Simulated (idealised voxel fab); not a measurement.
The process module that follows is named voxel fin reveal.
FYI the section here is cut, 290 nm wide, cells are 5 nm squares.
Heads up, the way a cross-section reads in here is a grid of square cells, handed over as bands from the top down, with every band being one or more rows of cells. Look at the band entry: it leads with the top's height and the bottom's height in nm. Then it lists the materials left to right, with a width in nm for each. The word "edge to edge" on a single material says that material fills the band edge to edge. The word "blank" is empty space. Heads up on the height convention: 0 is the point under which the incoming wafer is all one material, and the lowest band has no bottom, it just keeps going down, like "0..down". With a width like "30 to 40", each row of cells in the band differs from the next by the same amount, the top row carrying the first number and the bottom row the second. A step reported as "changes: none" is a step in which no cell of the cross-section changed. The entry titled "Unvented voids" provides the empty spaces that have no open way to the top, restricted to those of 8 cells or more. Each is presented as width x height at distance, the distance being measured from the left edge, with all three in nm. On a step's line, text after the settings is the simulator commenting on that step. What "overlay nm" on a step's line means: if the step has a mask, that mask lay this far to the right of its planned place, or, when the value is negative, to the left.
BELOW IS THE LIST OF PLANNED PROCESS STEPS
1 RECEIVE (material Si)
2 CONFORMAL_DEP (material SiN; thk nm 5)
3 DIRECTIONAL_DEP (material aC; thk nm 10)
4 PATTERN (tone cover; mask id FINS; material resist; width nm 15; pitch nm 35; thk nm 30; overlay nm -15)
5 DIRECTIONAL_ETCH (etch materials aC; depth nm 10)
6 STRIP (etch materials resist)
7 DIRECTIONAL_ETCH (etch materials SiN; depth nm 5)
8 DIRECTIONAL_ETCH (etch materials Si; depth nm 30)
9 STRIP (etch materials aC)
10 OXIDIZE (depth nm 5)
11 FILL_DEP (material SiO2; thk nm 15)
12 CMP (height nm 5)
13 SELECTIVE_ETCH (etch materials SiO2; depth nm 20)
14 STRIP (etch materials SiN)
15 CONFORMAL_DEP (material HfO2; thk nm 5)
Wafers differ in overlay nm at step 4; plan lists the first wafer's value; identical starting state.
CROSS-SECTION OF THE FIRST OF SEVERAL WAFERS ON RECEIPT, REFLECTING COMPLETION OF STEP 1
	0..down: Si edge to edge
	Unvented voids: none
HERE'S THE FIRST OF SEVERAL WAFERS IN CROSS-SECTION, END OF THE MODULE, AFTER THE LAST STEP, STEP 15
	5..0: blank 105 nm  HfO2 15 nm  blank 20 nm  HfO2 15 nm  blank 135 nm
	0..-10: blank 105 nm  HfO2 5 nm  Si 5 nm  HfO2 5 nm  blank 20 nm  HfO2 5 nm  Si 5 nm  HfO2 5 nm  blank 135 nm
	-10..-15: HfO2 110 nm  Si 5 nm  HfO2 30 nm  Si 5 nm  HfO2 140 nm
	-15..-35: SiO2 110 nm  Si 5 nm  SiO2 30 nm  Si 5 nm  SiO2 140 nm
	-35..down: Si edge to edge
	Unvented voids: none
HERE'S THE LAST WAFER CROSS-SECTIONED AT THE END OF THE MODULE
	5..0: blank 135 nm  HfO2 15 nm  blank 20 nm  HfO2 15 nm  blank 105 nm
	0..-10: blank 135 nm  HfO2 5 nm  Si 5 nm  HfO2 5 nm  blank 20 nm  HfO2 5 nm  Si 5 nm  HfO2 5 nm  blank 105 nm
	-10..-15: HfO2 140 nm  Si 5 nm  HfO2 30 nm  Si 5 nm  HfO2 110 nm
	-15..-35: SiO2 140 nm  Si 5 nm  SiO2 30 nm  Si 5 nm  SiO2 110 nm
	-35..down: Si edge to edge
	Unvented voids: none
BASICALLY EACH WAFER GETS A LINE IN THE TABLE, SHOWING IT AT THE END OF THE MODULE: MATERIAL BY MATERIAL, THE CELLS IT GAINED (+) OR LOST (-) SINCE WE GOT IT, THEN ITS CLOSED VOIDS
overlay nm -15 | +70 HfO2 | -392 Si | +224 SiO2 | Unvented voids: none
overlay nm -10 | +70 HfO2 | -392 Si | +224 SiO2 | Unvented voids: none
overlay nm -5 | +70 HfO2 | -392 Si | +224 SiO2 | Unvented voids: none
overlay nm 0 | +70 HfO2 | -392 Si | +224 SiO2 | Unvented voids: none
overlay nm 5 | +70 HfO2 | -392 Si | +224 SiO2 | Unvented voids: none
overlay nm 10 | +70 HfO2 | -392 Si | +224 SiO2 | Unvented voids: none
overlay nm 15 | +70 HfO2 | -392 Si | +224 SiO2 | Unvented voids: none
